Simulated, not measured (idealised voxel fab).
process module | voxel self aligned vias
cross-section cut | 260 nm wide | cells 5 nm
A cross-section is a grid of square cells, given in bands from the top down. A band is one or more rows of cells.
Each band's line starts with the height of the band's top and of its bottom, in nm. Then come its materials from left to right, each with its width in nm. One material with "throughout" fills the band from edge to edge. "air" is empty space.
Height 0 is the level under which the wafer as received is all one material. The lowest band goes on downwards, as in "0 down".
A width such as "30 to 40" changes by the same amount from each row of cells to the next, from the band's top row to its bottom row.
"no change" after a step means that no cell of the cross-section changed.
closed voids: empty space of 8 cells or more with no open way to the top, each as width x height at its distance from the left edge, in nm
after a step's settings: what the simulator itself notes on the step
overlay nm, on a step with a mask: how far to the right of its planned place the mask lay; to the left if negative
plan
1 op RECEIVE | material Si
2 op CONFORMAL_DEP | material SiO2 | thk nm 10
3 op CONFORMAL_DEP | material SiCN | thk nm 5
4 op DIRECTIONAL_DEP | material SiO2 | thk nm 30
5 op MASKED_ETCH | tone open | mask id LINES | width nm 20 | pitch nm 55 | etch materials SiO2 | depth nm 30 | overlay nm 0
6 op CONFORMAL_DEP | material TiN | thk nm 5
7 op FILL_DEP | material Ru | thk nm 5
8 op CMP | height nm 45
9 op SELECTIVE_ETCH | etch materials W Ru TiN | depth nm 5
10 op FILL_DEP | material SiN | thk nm 5
11 op CMP | height nm 45
12 op DIRECTIONAL_DEP | material SiO2 | thk nm 15
13 op MASKED_ETCH | tone open | mask id VIAS | width nm 30 | pitch nm 55 | etch materials SiO2 | depth nm 15 | overlay nm 0
14 op MASKED_ETCH | tone open | mask id VIAS | width nm 30 | pitch nm 55 | etch materials SiN | depth nm 5 | overlay nm 0
15 op CONFORMAL_DEP | material TiN | thk nm 5
16 op FILL_DEP | material Cu | thk nm 10
17 op CMP | height nm 60
18 op CONFORMAL_DEP | material SiN | thk nm 5
first wafer, as planned
as received, after step 1
  0 down: Si throughout
  closed voids: none
after step 2
  10 to 0: SiO2 throughout
  below 0: unchanged
after step 3
  15 to 10: SiCN throughout
  below 10: unchanged
after step 4
  45 to 15: SiO2 throughout
  below 15: unchanged
after step 5
  45 to 15: SiO2 65 | air 20 | SiO2 35 | air 20 | SiO2 35 | air 20 | SiO2 65
  below 15: unchanged
after step 6
  50 to 45: TiN 70 | air 10 | TiN 45 | air 10 | TiN 45 | air 10 | TiN 70
  45 to 20: SiO2 65 | TiN 5 | air 10 | TiN 5 | SiO2 35 | TiN 5 | air 10 | TiN 5 | SiO2 35 | TiN 5 | air 10 | TiN 5 | SiO2 65
  20 to 15: SiO2 65 | TiN 20 | SiO2 35 | TiN 20 | SiO2 35 | TiN 20 | SiO2 65
  below 15: unchanged
after step 7
  55 to 50: Ru throughout
  50 to 45: TiN 70 | Ru 10 | TiN 45 | Ru 10 | TiN 45 | Ru 10 | TiN 70
  45 to 20: SiO2 65 | TiN 5 | Ru 10 | TiN 5 | SiO2 35 | TiN 5 | Ru 10 | TiN 5 | SiO2 35 | TiN 5 | Ru 10 | TiN 5 | SiO2 65
  below 20: unchanged
after step 8
  45 to 20: SiO2 65 | TiN 5 | Ru 10 | TiN 5 | SiO2 35 | TiN 5 | Ru 10 | TiN 5 | SiO2 35 | TiN 5 | Ru 10 | TiN 5 | SiO2 65
  below 20: unchanged
after step 9
  45 to 40: SiO2 65 | air 20 | SiO2 35 | air 20 | SiO2 35 | air 20 | SiO2 65
  below 40: unchanged
after step 10
  50 to 45: SiN throughout
  45 to 40: SiO2 65 | SiN 20 | SiO2 35 | SiN 20 | SiO2 35 | SiN 20 | SiO2 65
  below 40: unchanged
after step 11
  45 to 40: SiO2 65 | SiN 20 | SiO2 35 | SiN 20 | SiO2 35 | SiN 20 | SiO2 65
  below 40: unchanged
after step 12
  60 to 45: SiO2 throughout
  below 45: unchanged
after step 13
  60 to 45: SiO2 60 | air 30 | SiO2 25 | air 30 | SiO2 25 | air 30 | SiO2 60
  below 45: unchanged
after step 14
  60 to 45: SiO2 60 | air 30 | SiO2 25 | air 30 | SiO2 25 | air 30 | SiO2 60
  45 to 40: SiO2 65 | air 20 | SiO2 35 | air 20 | SiO2 35 | air 20 | SiO2 65
  below 40: unchanged
after step 15
  65 to 60: TiN 65 | air 20 | TiN 35 | air 20 | TiN 35 | air 20 | TiN 65
  60 to 50: SiO2 60 | TiN 5 | air 20 | TiN 5 | SiO2 25 | TiN 5 | air 20 | TiN 5 | SiO2 25 | TiN 5 | air 20 | TiN 5 | SiO2 60
  50 to 45: SiO2 60 | TiN 10 | air 10 | TiN 10 | SiO2 25 | TiN 10 | air 10 | TiN 10 | SiO2 25 | TiN 10 | air 10 | TiN 10 | SiO2 60
  45 to 40: SiO2 65 | TiN 20 | SiO2 35 | TiN 20 | SiO2 35 | TiN 20 | SiO2 65
  below 40: unchanged
after step 16
  75 to 65: Cu throughout
  65 to 60: TiN 65 | Cu 20 | TiN 35 | Cu 20 | TiN 35 | Cu 20 | TiN 65
  60 to 50: SiO2 60 | TiN 5 | Cu 20 | TiN 5 | SiO2 25 | TiN 5 | Cu 20 | TiN 5 | SiO2 25 | TiN 5 | Cu 20 | TiN 5 | SiO2 60
  50 to 45: SiO2 60 | TiN 10 | Cu 10 | TiN 10 | SiO2 25 | TiN 10 | Cu 10 | TiN 10 | SiO2 25 | TiN 10 | Cu 10 | TiN 10 | SiO2 60
  below 45: unchanged
after step 17
  60 to 50: SiO2 60 | TiN 5 | Cu 20 | TiN 5 | SiO2 25 | TiN 5 | Cu 20 | TiN 5 | SiO2 25 | TiN 5 | Cu 20 | TiN 5 | SiO2 60
  below 50: unchanged
after step 18
  65 to 60: SiN throughout
  below 60: unchanged
second wafer: like start, like plan, one mistake. Through step 6 it matches the first wafer
when step 7 should have ended
  55 to 50: W throughout
  50 to 45: TiN 70 | W 10 | TiN 45 | W 10 | TiN 45 | W 10 | TiN 70
  45 to 20: SiO2 65 | TiN 5 | W 10 | TiN 5 | SiO2 35 | TiN 5 | W 10 | TiN 5 | SiO2 35 | TiN 5 | W 10 | TiN 5 | SiO2 65
  below 20: unchanged
when step 8 should have ended
  45 to 20: SiO2 65 | TiN 5 | W 10 | TiN 5 | SiO2 35 | TiN 5 | W 10 | TiN 5 | SiO2 35 | TiN 5 | W 10 | TiN 5 | SiO2 65
  below 20: unchanged
when step 9 should have ended
  45 to 40: SiO2 65 | air 20 | SiO2 35 | air 20 | SiO2 35 | air 20 | SiO2 65
  below 40: unchanged
when step 10 should have ended
  50 to 45: SiN throughout
  45 to 40: SiO2 65 | SiN 20 | SiO2 35 | SiN 20 | SiO2 35 | SiN 20 | SiO2 65
  below 40: unchanged
when step 11 should have ended
  45 to 40: SiO2 65 | SiN 20 | SiO2 35 | SiN 20 | SiO2 35 | SiN 20 | SiO2 65
  below 40: unchanged
when step 12 should have ended
  60 to 45: SiO2 throughout
  below 45: unchanged
when step 13 should have ended
  60 to 45: SiO2 60 | air 30 | SiO2 25 | air 30 | SiO2 25 | air 30 | SiO2 60
  below 45: unchanged
when step 14 should have ended
  60 to 45: SiO2 60 | air 30 | SiO2 25 | air 30 | SiO2 25 | air 30 | SiO2 60
  45 to 40: SiO2 65 | air 20 | SiO2 35 | air 20 | SiO2 35 | air 20 | SiO2 65
  below 40: unchanged
when step 15 should have ended
  65 to 60: TiN 65 | air 20 | TiN 35 | air 20 | TiN 35 | air 20 | TiN 65
  60 to 50: SiO2 60 | TiN 5 | air 20 | TiN 5 | SiO2 25 | TiN 5 | air 20 | TiN 5 | SiO2 25 | TiN 5 | air 20 | TiN 5 | SiO2 60
  50 to 45: SiO2 60 | TiN 10 | air 10 | TiN 10 | SiO2 25 | TiN 10 | air 10 | TiN 10 | SiO2 25 | TiN 10 | air 10 | TiN 10 | SiO2 60
  45 to 40: SiO2 65 | TiN 20 | SiO2 35 | TiN 20 | SiO2 35 | TiN 20 | SiO2 65
  below 40: unchanged
when step 16 should have ended
  75 to 65: Cu throughout
  65 to 60: TiN 65 | Cu 20 | TiN 35 | Cu 20 | TiN 35 | Cu 20 | TiN 65
  60 to 50: SiO2 60 | TiN 5 | Cu 20 | TiN 5 | SiO2 25 | TiN 5 | Cu 20 | TiN 5 | SiO2 25 | TiN 5 | Cu 20 | TiN 5 | SiO2 60
  50 to 45: SiO2 60 | TiN 10 | Cu 10 | TiN 10 | SiO2 25 | TiN 10 | Cu 10 | TiN 10 | SiO2 25 | TiN 10 | Cu 10 | TiN 10 | SiO2 60
  below 45: unchanged
when step 17 should have ended
  60 to 50: SiO2 60 | TiN 5 | Cu 20 | TiN 5 | SiO2 25 | TiN 5 | Cu 20 | TiN 5 | SiO2 25 | TiN 5 | Cu 20 | TiN 5 | SiO2 60
  below 50: unchanged
when step 18 should have ended
  65 to 60: SiN throughout
  below 60: unchanged
what went wrong: step 7 ran as: op FILL_DEP | material W | thk nm 5
at the end the second wafer has, in cells: 24 fewer of Ru | 24 more of W
